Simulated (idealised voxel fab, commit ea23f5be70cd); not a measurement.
This section sets out a process module, namely voxel capacitor over wiring.
It is cross-section cut that appears here, measuring 215 nm in width, its square cells being 5 nm in size.
Cross-section format: a grid of square cells, given as bands from top to bottom; each band is one or more rows of cells.
It is stipulated that each band's entry specify, in nanometres, the height of the top of the band and then that of its bottom, followed by the materials of the band in left-to-right sequence, each together with its width in nanometres. A single material marked by the word "everywhere" is understood to fill the band from edge to edge; the word "blank" is understood to denote empty space.
Basically, 0 is our baseline, since under it the wafer straight out of the box is all one material. The bottom band has no lower end and keeps on going down, so it looks like "0 and below".
With a width like "30 to 40", each row of cells in the band differs from the next by the same amount, the top row carrying the first number and the bottom row the second.
"nothing changed" -> step changed no cross-section cell.
You'll see "Closed void catalog" listing empty spaces that have no way open to the top, as long as they're 8 cells or more; the notation is width x height at distance, where the distance is from the left edge, and all of it is in nm.
Anything after a step's settings on that line? It's the simulator's own note about the step.
What "overlay nm" on a step's line means: if the step has a mask, that mask lay this far to the right of its planned place, or, when the value is negative, to the left.
[Steps in the process plan]
step 1: RECEIVE, material Si
step 2: CONFORMAL_DEP, material SiO2, thk nm 15
step 3: CONFORMAL_DEP, material SiN, thk nm 5
step 4: DIRECTIONAL_DEP, material lowk, thk nm 25
step 5: DIRECTIONAL_DEP, material aC, thk nm 10
step 6: PATTERN, tone open, mask id METAL_1, material resist, width nm 25, pitch nm 75, thk nm 30, overlay nm 0
step 7: DIRECTIONAL_ETCH, etch materials aC, depth nm 10
step 8: STRIP, etch materials resist
step 9: DIRECTIONAL_ETCH, etch materials lowk, depth nm 25
step 10: DIRECTIONAL_ETCH, etch materials SiN, depth nm 5
step 11: STRIP, etch materials aC
step 12: CONFORMAL_DEP, material TiN, thk nm 5
step 13: FILL_DEP, material W, thk nm 10
step 14: CMP, height nm 45
step 15: EPI, material Ru, thk nm 5
step 16: FILL_DEP, material SiCN, thk nm 5
step 17: DIRECTIONAL_DEP, material SiO2, thk nm 20
step 18: PATTERN, tone open, mask id PLUG_1, material resist, width nm 15, thk nm 20, overlay nm 0
step 19: DIRECTIONAL_ETCH, etch materials SiO2, depth nm 20
step 20: DIRECTIONAL_ETCH, etch materials SiCN, depth nm 5
step 21: STRIP, etch materials resist
step 22: CONFORMAL_DEP, material TiN, thk nm 5
step 23: FILL_DEP, material Cu, thk nm 5
step 24: CMP, height nm 75
step 25: DIRECTIONAL_DEP, material TiN, thk nm 10
step 26: DIRECTIONAL_DEP, material HfO2, thk nm 5
step 27: DIRECTIONAL_DEP, material TiN, thk nm 10
step 28: MASKED_ETCH, tone cover, mask id UPPER_PLATE, width nm 55, etch materials TiN, depth nm 10, overlay nm 0
step 29: MASKED_ETCH, tone cover, mask id UPPER_PLATE, width nm 55, etch materials HfO2, depth nm 5, overlay nm 0
step 30: PATTERN, tone cover, mask id LOWER_PLATE, material resist, width nm 65, thk nm 20, overlay nm 0
step 31: DIRECTIONAL_ETCH, etch materials TiN, depth nm 10
step 32: STRIP, etch materials resist
step 33: FILL_DEP, material SiO2, thk nm 15
step 34: CMP, height nm 110
step 35: MASKED_ETCH, tone open, mask id PLUG_2, width nm 15, etch materials SiO2, depth nm 10, overlay nm 0
step 36: CONFORMAL_DEP, material TiN, thk nm 5
step 37: FILL_DEP, material Ru, thk nm 10
step 38: CMP, height nm 110
step 39: CONFORMAL_DEP, material SiN, thk nm 5
[Step 1 complete: cross-section of the wafer as received]
- 0 and below = Si everywhere
- Closed void catalog: none
[End-of-module cross-section. Starting structure and process plan as above; one mistake made in running it]
- 115 down to 110 = SiN everywhere
- 110 down to 105 = SiO2: 75; TiN: 5; Ru: 5; TiN: 5; SiO2: 125
- 105 down to 100 = SiO2: 75; TiN: 15; SiO2: 125
- 100 down to 90 = SiO2: 65; TiN: 55; SiO2: 95
- 90 down to 85 = SiO2: 65; HfO2: 55; SiO2: 95
- 85 down to 75 = SiO2: 60; TiN: 65; SiO2: 90
- 75 down to 55 = SiO2: 65; TiN: 5; Cu: 5; TiN: 5; SiO2: 135
- 55 down to 50 = SiCN: 65; TiN: 15; SiCN: 135
- 50 down to 45 = SiCN: 50; Ru: 35; SiCN: 40; Ru: 35; SiCN: 55
- 45 down to 35 = lowk: 55; TiN: 5; W: 15; TiN: 5; lowk: 50; TiN: 5; W: 15; TiN: 5; lowk: 60
- 35 down to 30 = SiN: 55; TiN: 25; SiN: 50; TiN: 25; SiN: 60
- 30 down to 0 = SiO2 everywhere
- 0 and below = Si everywhere
- Closed void catalog: none
What broke from the plan during processing? yeah, plan step 2 got run twice
